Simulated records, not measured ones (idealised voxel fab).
The process module that follows is named voxel ribs on slabs.
Cross-sectional view cut (width: 210 nm; square cell size: 5 nm).
A cross-section is a grid of square cells, given in bands from the top down. A band is one or more rows of cells. Band: top and bottom heights (nm) first, top before bottom; then materials from left to right, widths in nm. "full width" marks a sole material filling the band edge to edge. "blank" denotes empty space. Height reference: 0 = level under which incoming wafer is all one material. Lowest band: no bottom, runs on downward, e.g. "top 0, no bottom". The two numbers in a width such as "30 to 40" mark its ends across the band: the first belongs to the top row of cells, the second to the bottom row, and from each row to the next the width moves by the same amount. Where a step carries "remained the same", the cross-section came out of it unchanged, cell for cell. Reported under the label "Unvented internal voids" are the empty spaces having no open way to the top and comprising 8 cells or more; the notation for each is width x height at distance, in which the distance is measured from the left edge and all three values are in nm. Note: text after step settings on the step line = simulator remark on that step. On any step carrying a mask, the "overlay nm" setting, if present on the step's line, tells how far right of its planned place the mask lay; negative values point to the left.
This section lists the process steps that were planned
1) RECEIVE,material Si
2) DIRECTIONAL_DEP,material SiO2,thk nm 20
3) DIRECTIONAL_DEP,material polySi,thk nm 15
4) PATTERN,tone cover,mask id RIB,material resist,width nm 15,thk nm 15,overlay nm 0
5) DIRECTIONAL_ETCH,etch materials polySi,depth nm 10
6) STRIP,etch materials resist
7) MASKED_ETCH,tone cover,mask id SLAB,width nm 65,etch materials polySi,depth nm 5,overlay nm 0
8) FILL_DEP,material SiO2,thk nm 15
9) CMP,height nm 45
10) DIRECTIONAL_DEP,material W,thk nm 10
11) DIRECTIONAL_DEP,material aC,thk nm 10
12) PATTERN,tone cover,mask id HEATER,material resist,width nm 25,thk nm 25,overlay nm 0
13) DIRECTIONAL_ETCH,etch materials aC,depth nm 10
14) STRIP,etch materials resist
15) DIRECTIONAL_ETCH,etch materials W,depth nm 10
16) STRIP,etch materials aC
17) CONFORMAL_DEP,material SiN,thk nm 5
First wafer, as planned
This is the cross-section of the wafer as we received it, i.e. after step 1
* top 0, no bottom  Si full width
* Unvented internal voids: none
Step 2 complete: cross-section through the wafer
* top 20, bottom 0  SiO2 full width
* Note: structure below 0 unchanged.
Step 3 complete: cross-section through the wafer
* top 35, bottom 20  polySi full width
* Note: structure below 20 unchanged.
Step 4 complete: cross-section through the wafer
* top 50, bottom 35  blank=95 | resist=15 | blank=100
* Note: structure below 35 unchanged.
Step 5 complete: cross-section through the wafer
* top 50, bottom 35  blank=95 | resist=15 | blank=100
* top 35, bottom 25  blank=95 | polySi=15 | blank=100
* Note: structure below 25 unchanged.
Step 6 complete: cross-section through the wafer
* top 35, bottom 25  blank=95 | polySi=15 | blank=100
* Note: structure below 25 unchanged.
Step 7 complete: cross-section through the wafer
* top 35, bottom 25  blank=95 | polySi=15 | blank=100
* top 25, bottom 20  blank=70 | polySi=65 | blank=75
* Note: structure below 20 unchanged.
Step 8 complete: cross-section through the wafer
* top 50, bottom 35  SiO2 full width
* top 35, bottom 25  SiO2=95 | polySi=15 | SiO2=100
* top 25, bottom 20  SiO2=70 | polySi=65 | SiO2=75
* Note: structure below 20 unchanged.
Step 9 complete: cross-section through the wafer
* top 45, bottom 35  SiO2 full width
* Note: structure below 35 unchanged.
Step 10 complete: cross-section through the wafer
* top 55, bottom 45  W full width
* Note: structure below 45 unchanged.
Step 11 complete: cross-section through the wafer
* top 65, bottom 55  aC full width
* Note: structure below 55 unchanged.
Step 12 complete: cross-section through the wafer
* top 90, bottom 65  blank=90 | resist=25 | blank=95
* Note: structure below 65 unchanged.
Step 13 complete: cross-section through the wafer
* top 80, bottom 65  blank=90 | resist=25 | blank=95
* top 65, bottom 55  blank=90 | aC=25 | blank=95
* Note: structure below 55 unchanged.
Step 14 complete: cross-section through the wafer
* top 65, bottom 55  blank=90 | aC=25 | blank=95
* Note: structure below 55 unchanged.
Step 15 complete: cross-section through the wafer
* top 65, bottom 55  blank=90 | aC=25 | blank=95
* top 55, bottom 45  blank=90 | W=25 | blank=95
* Note: structure below 45 unchanged.
Step 16 complete: cross-section through the wafer
* top 55, bottom 45  blank=90 | W=25 | blank=95
* Note: structure below 45 unchanged.
Step 17 complete: cross-section through the wafer
* top 60, bottom 55  blank=85 | SiN=35 | blank=90
* top 55, bottom 50  blank=85 | SiN=5 | W=25 | SiN=5 | blank=90
* top 50, bottom 45  SiN=90 | W=25 | SiN=95
* Note: structure below 45 unchanged.
Wafer two of two - same starting point, same process plan, one mistake in execution; matches wafer one up to and including step 2
Cross-section, second wafer, at the end time the plan gives for step 3
* top 50, bottom 20  polySi full width
* Note: structure below 20 unchanged.
Cross-section, second wafer, at the end time the plan gives for step 4
* top 65, bottom 50  blank=95 | resist=15 | blank=100
* Note: structure below 50 unchanged.
Cross-section, second wafer, at the end time the plan gives for step 5
* top 65, bottom 50  blank=95 | resist=15 | blank=100
* top 50, bottom 40  blank=95 | polySi=15 | blank=100
* Note: structure below 40 unchanged.
Cross-section, second wafer, at the end time the plan gives for step 6
* top 50, bottom 40  blank=95 | polySi=15 | blank=100
* Note: structure below 40 unchanged.
Cross-section, second wafer, at the end time the plan gives for step 7
* top 50, bottom 40  blank=95 | polySi=15 | blank=100
* top 40, bottom 35  blank=70 | polySi=65 | blank=75
* Note: structure below 35 unchanged.
Cross-section, second wafer, at the end time the plan gives for step 8
* top 65, bottom 50  SiO2 full width
* top 50, bottom 40  SiO2=95 | polySi=15 | SiO2=100
* top 40, bottom 35  SiO2=70 | polySi=65 | SiO2=75
* Note: structure below 35 unchanged.
Cross-section, second wafer, at the end time the plan gives for step 9
* top 45, bottom 35  SiO2=95 to 70 | polySi=15 to 65 | SiO2=100 to 75
* Note: structure below 35 unchanged.
Cross-section, second wafer, at the end time the plan gives for step 10
* top 55, bottom 45  W full width
* Note: structure below 45 unchanged.
Cross-section, second wafer, at the end time the plan gives for step 11
* top 65, bottom 55  aC full width
* Note: structure below 55 unchanged.
Cross-section, second wafer, at the end time the plan gives for step 12
* top 90, bottom 65  blank=90 | resist=25 | blank=95
* Note: structure below 65 unchanged.
Cross-section, second wafer, at the end time the plan gives for step 13
* top 80, bottom 65  blank=90 | resist=25 | blank=95
* top 65, bottom 55  blank=90 | aC=25 | blank=95
* Note: structure below 55 unchanged.
Cross-section, second wafer, at the end time the plan gives for step 14
* top 65, bottom 55  blank=90 | aC=25 | blank=95
* Note: structure below 55 unchanged.
Cross-section, second wafer, at the end time the plan gives for step 15
* top 65, bottom 55  blank=90 | aC=25 | blank=95
* top 55, bottom 45  blank=90 | W=25 | blank=95
* Note: structure below 45 unchanged.
Cross-section, second wafer, at the end time the plan gives for step 16
* top 55, bottom 45  blank=90 | W=25 | blank=95
* Note: structure below 45 unchanged.
Cross-section, second wafer, at the end time the plan gives for step 17
* top 60, bottom 55  blank=85 | SiN=35 | blank=90
* top 55, bottom 50  blank=85 | SiN=5 | W=25 | SiN=5 | blank=90
* top 50, bottom 45  SiN=90 | W=25 | SiN=95
* Note: structure below 45 unchanged.
Diagnosis: step 3 was run twice
Count the cells at the end and the second wafer has more or fewer of some materials than the first: 123 fewer of SiO2 | 123 more of polySi
